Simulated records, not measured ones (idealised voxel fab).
process module | voxel transistor to metal
cross-section cut | 200 nm wide | cells 5 nm
A cross-section is a grid of square cells, given in bands from the top down. A band is one or more rows of cells.
Each band's line starts with the height of the band's top and of its bottom, in nm. Then come its materials from left to right, each with its width in nm. One material with "throughout" fills the band from edge to edge. "air" is empty space.
Height 0 is the level under which the wafer as received is all one material. The lowest band goes on downwards, as in "0 down".
A width such as "30 to 40" changes by the same amount from each row of cells to the next, from the band's top row to its bottom row.
"no change" after a step means that no cell of the cross-section changed.
closed voids: empty space of 8 cells or more with no open way to the top, each as width x height at its distance from the left edge, in nm
after a step's settings: what the simulator itself notes on the step
overlay nm, on a step with a mask: how far to the right of its planned place the mask lay; to the left if negative
plan
1 op RECEIVE | material Si
2 op CONFORMAL_DEP | material SiO2 | thk nm 5
3 op CONFORMAL_DEP | material SiN | thk nm 15
4 op DIRECTIONAL_DEP | material aC | thk nm 10
5 op PATTERN | tone cover | mask id ACTIVE | material resist | width nm 110 | thk nm 25 | overlay nm 0
6 op DIRECTIONAL_ETCH | etch materials aC | depth nm 10
7 op STRIP | etch materials resist
8 op DIRECTIONAL_ETCH | etch materials SiN | depth nm 15
9 op DIRECTIONAL_ETCH | etch materials SiO2 | depth nm 5
10 op DIRECTIONAL_ETCH | etch materials Si | depth nm 25
11 op STRIP | etch materials aC
12 op FILL_DEP | material SiO2 | thk nm 10
13 op CMP | height nm 20
14 op SELECTIVE_ETCH | etch materials SiO2 | depth nm 5
15 op STRIP | etch materials SiN
16 op SELECTIVE_ETCH | etch materials SiO2 | depth nm 5
17 op OXIDIZE | depth nm 5
18 op DIRECTIONAL_DEP | material polySi | thk nm 20
19 op DIRECTIONAL_DEP | material SiCN | thk nm 10
20 op MASKED_ETCH | tone cover | mask id GATE | width nm 20 | etch materials SiCN | depth nm 20 | overlay nm 0
21 op MASKED_ETCH | tone cover | mask id GATE | width nm 20 | etch materials polySi | depth nm 30 | overlay nm 0
22 op CONFORMAL_DEP | material SiO2 | thk nm 5
23 op DIRECTIONAL_ETCH | etch materials SiO2 | depth nm 5
24 op CONFORMAL_DEP | material SiN | thk nm 5
25 op DIRECTIONAL_ETCH | etch materials SiN | depth nm 5
26 op DIRECTIONAL_ETCH | etch materials SiO2 | depth nm 5
27 op DIRECTIONAL_ETCH | etch materials Si | depth nm 5
28 op EPI | material pSi | thk nm 5
29 op FILL_DEP | material SiO2 | thk nm 5
30 op CMP | height nm 30
31 op DIRECTIONAL_DEP | material SiO2 | thk nm 15
32 op PATTERN | tone open | mask id CONTACT | material resist | width nm 20 | pitch nm 80 | thk nm 20 | overlay nm 0
33 op DIRECTIONAL_ETCH | etch materials SiO2 | depth nm 50
34 op STRIP | etch materials resist
35 op CONFORMAL_DEP | material TiN | thk nm 5
36 op FILL_DEP | material W | thk nm 10
37 op CMP | height nm 45
38 op DIRECTIONAL_DEP | material TiN | thk nm 5
39 op DIRECTIONAL_DEP | material Ru | thk nm 15
40 op MASKED_ETCH | tone cover | mask id METAL_1 | width nm 20 | pitch nm 80 | etch materials Ru | depth nm 15 | overlay nm 0
41 op MASKED_ETCH | tone cover | mask id METAL_1 | width nm 20 | pitch nm 80 | etch materials TiN | depth nm 5 | overlay nm 0
42 op FILL_DEP | material lowk | thk nm 10
43 op CMP | height nm 65
44 op CONFORMAL_DEP | material SiCN | thk nm 5
45 op DIRECTIONAL_DEP | material lowk | thk nm 35
46 op PATTERN | tone open | mask id METAL_2_HOLES | material resist | width nm 15 | pitch nm 80 | thk nm 20 | overlay nm 0
47 op DIRECTIONAL_ETCH | etch materials lowk | depth nm 35
48 op STRIP | etch materials resist
49 op PATTERN | tone open | mask id METAL_2 | material resist | width nm 20 | pitch nm 80 | thk nm 20 | overlay nm 0
50 op DIRECTIONAL_ETCH | etch materials lowk | depth nm 20
51 op DIRECTIONAL_ETCH | etch materials SiCN | depth nm 5
52 op STRIP | etch materials resist
53 op CONFORMAL_DEP | material TiN | thk nm 5
54 op FILL_DEP | material Ru | thk nm 10
55 op CMP | height nm 105
56 op CONFORMAL_DEP | material SiCN | thk nm 5
as received, after step 1
  0 down: Si throughout
  closed voids: none
a wafer at the end: this start, this plan, one mistake
  110 to 105: SiCN throughout
  105 to 90: lowk 50 | TiN 5 | Ru 10 | TiN 5 | lowk 60 | TiN 5 | Ru 10 | TiN 5 | lowk 50
  90 to 85: lowk 50 | TiN 5 | Ru 5 | TiN 10 | lowk 60 | TiN 5 | Ru 5 | TiN 10 | lowk 50
  85 to 70: lowk 50 | TiN 5 | Ru 5 | TiN 5 | lowk 65 | TiN 5 | Ru 5 | TiN 5 | lowk 55
  70 to 65: SiCN 50 | TiN 15 | SiCN 65 | TiN 15 | SiCN 55
  65 to 50: lowk 50 | Ru 20 | lowk 60 | Ru 20 | lowk 50
  50 to 45: lowk 50 | TiN 20 | lowk 60 | TiN 20 | lowk 50
  45 to 30: SiO2 50 | TiN 5 | W 10 | TiN 5 | SiO2 60 | TiN 5 | W 10 | TiN 5 | SiO2 50
  30 to 20: SiO2 50 | TiN 5 | W 10 | TiN 5 | SiO2 15 | SiN 5 | SiCN 20 | SiN 5 | SiO2 15 | TiN 5 | W 10 | TiN 5 | SiO2 50
  20 to 5: SiO2 50 | TiN 5 | W 10 | TiN 5 | SiO2 15 | SiN 5 | polySi 20 | SiN 5 | SiO2 15 | TiN 5 | W 10 | TiN 5 | SiO2 50
  5 to 0: SiO2 40 | SiN 5 | SiO2 5 | TiN 5 | W 10 | TiN 5 | SiO2 15 | SiN 5 | polySi 20 | SiN 5 | SiO2 15 | TiN 5 | W 10 | TiN 5 | SiO2 5 | SiN 5 | SiO2 40
  0 to -5: SiO2 40 | SiN 5 | SiO2 5 | TiN 20 | SiO2 10 | pSi 5 | SiN 5 | SiO2 20 | SiN 5 | pSi 5 | SiO2 10 | TiN 20 | SiO2 5 | SiN 5 | SiO2 40
  -5 to -10: SiO2 45 | pSi 40 | Si 30 | pSi 40 | SiO2 45
  -10 to -25: SiO2 45 | Si 110 | SiO2 45
  -25 down: Si throughout
  closed voids: none
what went wrong: step 22 was left out
